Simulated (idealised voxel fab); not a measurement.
Process module under the name voxel wiring stack
Cross-section cut: width 270 nm, square cells of 5 nm.
Cross-section layout: square cells on a grid; listed as bands, top to bottom; a band spans one or more cell rows. Basically the band line says how high the top is and how high the bottom is, in nm, and then what's in it from left to right, every material with its width in nm. Empty space shows up as "empty", and if a single material carries "throughout" it runs the full band edge to edge. Zero point of the height axis is 0; under it, received wafer = one material. Lowest band: continues down indefinitely, "0 nm and below". Top row gets the first number, bottom row gets the second, and each row in between changes by the same step: that is how a band width like "30..40" works. It should be understood that the words "stayed the same", when stated for a given step, signify that the cross-section underwent no change in any of its cells during that step. "Sealed voids" - sealed voids, min. 8 cells, no opening to top; format: width x height at distance (distance from left edge; nm throughout). Post-settings text on a step line: simulator's own remark regarding the step. overlay nm: mask offset rightward from planned place, masked step; negative means leftward offset.

[Planned step list for the process]
- 1: RECEIVE with material Si
- 2: CONFORMAL_DEP with material SiO2, thk nm 15
- 3: CONFORMAL_DEP with material SiN, thk nm 5
- 4: DIRECTIONAL_DEP with material lowk, thk nm 15
- 5: PATTERN with tone open, mask id METAL_1, material resist, width nm 30, pitch nm 60, thk nm 20, overlay nm 0
- 6: DIRECTIONAL_ETCH with etch materials lowk, depth nm 15
- 7: DIRECTIONAL_ETCH with etch materials SiN, depth nm 5
- 8: STRIP with etch materials resist
- 9: CONFORMAL_DEP with material TiN, thk nm 5
- 10: FILL_DEP with material Cu, thk nm 5
- 11: CMP with height nm 35
- 12: CONFORMAL_DEP with material SiCN, thk nm 5
- 13: DIRECTIONAL_DEP with material lowk, thk nm 30
- 14: DIRECTIONAL_DEP with material aC, thk nm 10
- 15: PATTERN with tone open, mask id METAL_2, material resist, width nm 30, pitch nm 60, thk nm 25, overlay nm 0
- 16: DIRECTIONAL_ETCH with etch materials aC, depth nm 10
- 17: STRIP with etch materials resist
- 18: DIRECTIONAL_ETCH with etch materials lowk, depth nm 20
- 19: STRIP with etch materials aC
- 20: MASKED_ETCH with tone open, mask id METAL_2_HOLES, width nm 15, pitch nm 60, etch materials lowk, depth nm 10, overlay nm 0
- 21: MASKED_ETCH with tone open, mask id METAL_2_HOLES, width nm 15, pitch nm 60, etch materials SiCN, depth nm 5, overlay nm 0
- 22: CONFORMAL_DEP with material TiN, thk nm 5
- 23: FILL_DEP with material Cu, thk nm 5
- 24: CMP with height nm 70
- 25: CONFORMAL_DEP with material SiCN, thk nm 5
- 26: DIRECTIONAL_DEP with material lowk, thk nm 30
- 27: DIRECTIONAL_DEP with material aC, thk nm 10
- 28: PATTERN with tone open, mask id METAL_3_HOLES, material resist, width nm 15, pitch nm 120, thk nm 25, overlay nm 0
- 29: DIRECTIONAL_ETCH with etch materials aC, depth nm 10
- 30: STRIP with etch materials resist
- 31: DIRECTIONAL_ETCH with etch materials lowk, depth nm 30
- 32: STRIP with etch materials aC
- 33: DIRECTIONAL_DEP with material aC, thk nm 10
- 34: PATTERN with tone open, mask id METAL_3, material resist, width nm 30, pitch nm 60, thk nm 25, overlay nm 0
- 35: DIRECTIONAL_ETCH with etch materials aC, depth nm 10
- 36: STRIP with etch materials resist
- 37: DIRECTIONAL_ETCH with etch materials lowk, depth nm 15
- 38: DIRECTIONAL_ETCH with etch materials SiCN, depth nm 5
- 39: STRIP with etch materials aC
- 40: CONFORMAL_DEP with material TiN, thk nm 5
- 41: FILL_DEP with material Cu, thk nm 5
- 42: CMP with height nm 105
- 43: CONFORMAL_DEP with material SiCN, thk nm 5

[Shown in cross-section is the wafer as received, that is, as it stands after step 1]
  0 nm and below = Si throughout
  Sealed voids: none

[First of two wafers at the end of the module, shown in cross-section; run carried out as planned]
  110 nm to 105 nm = SiCN throughout
  105 nm to 95 nm = lowk: 30, then TiN: 5, then Cu: 20, then TiN: 5, then lowk: 30, then TiN: 5, then Cu: 20, then TiN: 5, then lowk: 30, then TiN: 5, then Cu: 20, then TiN: 5, then lowk: 30, then TiN: 5, then Cu: 20, then TiN: 5, then lowk: 30
  95 nm to 90 nm = lowk: 30, then TiN: 5, then Cu: 5, then TiN: 20, then lowk: 30, then TiN: 30, then lowk: 30, then TiN: 5, then Cu: 5, then TiN: 20, then lowk: 30, then TiN: 30, then lowk: 30
  90 nm to 75 nm = lowk: 30, then TiN: 5, then Cu: 5, then TiN: 5, then lowk: 105, then TiN: 5, then Cu: 5, then TiN: 5, then lowk: 105
  75 nm to 70 nm = SiCN: 30, then TiN: 15, then SiCN: 105, then TiN: 15, then SiCN: 105
  70 nm to 55 nm = lowk: 30, then TiN: 5, then Cu: 20, then TiN: 5, then lowk: 30, then TiN: 5, then Cu: 20, then TiN: 5, then lowk: 30, then TiN: 5, then Cu: 20, then TiN: 5, then lowk: 30, then TiN: 5, then Cu: 20, then TiN: 5, then lowk: 30
  55 nm to 50 nm = lowk: 30, then TiN: 5, then Cu: 5, then TiN: 20, then lowk: 30, then TiN: 5, then Cu: 5, then TiN: 20, then lowk: 30, then TiN: 5, then Cu: 5, then TiN: 20, then lowk: 30, then TiN: 5, then Cu: 5, then TiN: 20, then lowk: 30
  50 nm to 40 nm = lowk: 30, then TiN: 5, then Cu: 5, then TiN: 5, then lowk: 45, then TiN: 5, then Cu: 5, then TiN: 5, then lowk: 45, then TiN: 5, then Cu: 5, then TiN: 5, then lowk: 45, then TiN: 5, then Cu: 5, then TiN: 5, then lowk: 45
  40 nm to 35 nm = SiCN: 30, then TiN: 15, then SiCN: 45, then TiN: 15, then SiCN: 45, then TiN: 15, then SiCN: 45, then TiN: 15, then SiCN: 45
  35 nm to 20 nm = lowk: 30, then TiN: 5, then Cu: 20, then TiN: 5, then lowk: 30, then TiN: 5, then Cu: 20, then TiN: 5, then lowk: 30, then TiN: 5, then Cu: 20, then TiN: 5, then lowk: 30, then TiN: 5, then Cu: 20, then TiN: 5, then lowk: 30
  20 nm to 15 nm = SiN: 30, then TiN: 30, then SiN: 30, then TiN: 30, then SiN: 30, then TiN: 30, then SiN: 30, then TiN: 30, then SiN: 30
  15 nm to 0 nm = SiO2 throughout
  0 nm and below = Si throughout
  Sealed voids: none

[End-of-module cross-section of the second wafer: identical starting point and process plan to the first, with one processing mistake]
  110 nm to 105 nm = SiCN throughout
  105 nm to 95 nm = lowk: 25, then TiN: 5, then Cu: 20, then TiN: 5, then lowk: 30, then TiN: 5, then Cu: 20, then TiN: 5, then lowk: 30, then TiN: 5, then Cu: 20, then TiN: 5, then lowk: 30, then TiN: 5, then Cu: 20, then TiN: 5, then lowk: 35
  95 nm to 90 nm = lowk: 25, then TiN: 10, then Cu: 5, then TiN: 15, then lowk: 30, then TiN: 30, then lowk: 30, then TiN: 10, then Cu: 5, then TiN: 15, then lowk: 30, then TiN: 30, then lowk: 35
  90 nm to 75 nm = lowk: 30, then TiN: 5, then Cu: 5, then TiN: 5, then lowk: 105, then TiN: 5, then Cu: 5, then TiN: 5, then lowk: 105
  75 nm to 70 nm = SiCN: 30, then TiN: 15, then SiCN: 105, then TiN: 15, then SiCN: 105
  70 nm to 55 nm = lowk: 30, then TiN: 5, then Cu: 20, then TiN: 5, then lowk: 30, then TiN: 5, then Cu: 20, then TiN: 5, then lowk: 30, then TiN: 5, then Cu: 20, then TiN: 5, then lowk: 30, then TiN: 5, then Cu: 20, then TiN: 5, then lowk: 30
  55 nm to 50 nm = lowk: 30, then TiN: 5, then Cu: 5, then TiN: 20, then lowk: 30, then TiN: 5, then Cu: 5, then TiN: 20, then lowk: 30, then TiN: 5, then Cu: 5, then TiN: 20, then lowk: 30, then TiN: 5, then Cu: 5, then TiN: 20, then lowk: 30
  50 nm to 40 nm = lowk: 30, then TiN: 5, then Cu: 5, then TiN: 5, then lowk: 45, then TiN: 5, then Cu: 5, then TiN: 5, then lowk: 45, then TiN: 5, then Cu: 5, then TiN: 5, then lowk: 45, then TiN: 5, then Cu: 5, then TiN: 5, then lowk: 45
  40 nm to 35 nm = SiCN: 30, then TiN: 15, then SiCN: 45, then TiN: 15, then SiCN: 45, then TiN: 15, then SiCN: 45, then TiN: 15, then SiCN: 45
  35 nm to 20 nm = lowk: 30, then TiN: 5, then Cu: 20, then TiN: 5, then lowk: 30, then TiN: 5, then Cu: 20, then TiN: 5, then lowk: 30, then TiN: 5, then Cu: 20, then TiN: 5, then lowk: 30, then TiN: 5, then Cu: 20, then TiN: 5, then lowk: 30
  20 nm to 15 nm = SiN: 30, then TiN: 30, then SiN: 30, then TiN: 30, then SiN: 30, then TiN: 30, then SiN: 30, then TiN: 30, then SiN: 30
  15 nm to 0 nm = SiO2 throughout
  0 nm and below = Si throughout
  Sealed voids: none
The mistake made against the process plan was this: step 34 did not happen as planned, as run it was PATTERN with tone open, mask id METAL_3, material resist, width nm 30, pitch nm 60, thk nm 25, overlay nm -5
The concluding comparison shows that, measured in cells, each material is equally abundant on both wafers, albeit at different positions.
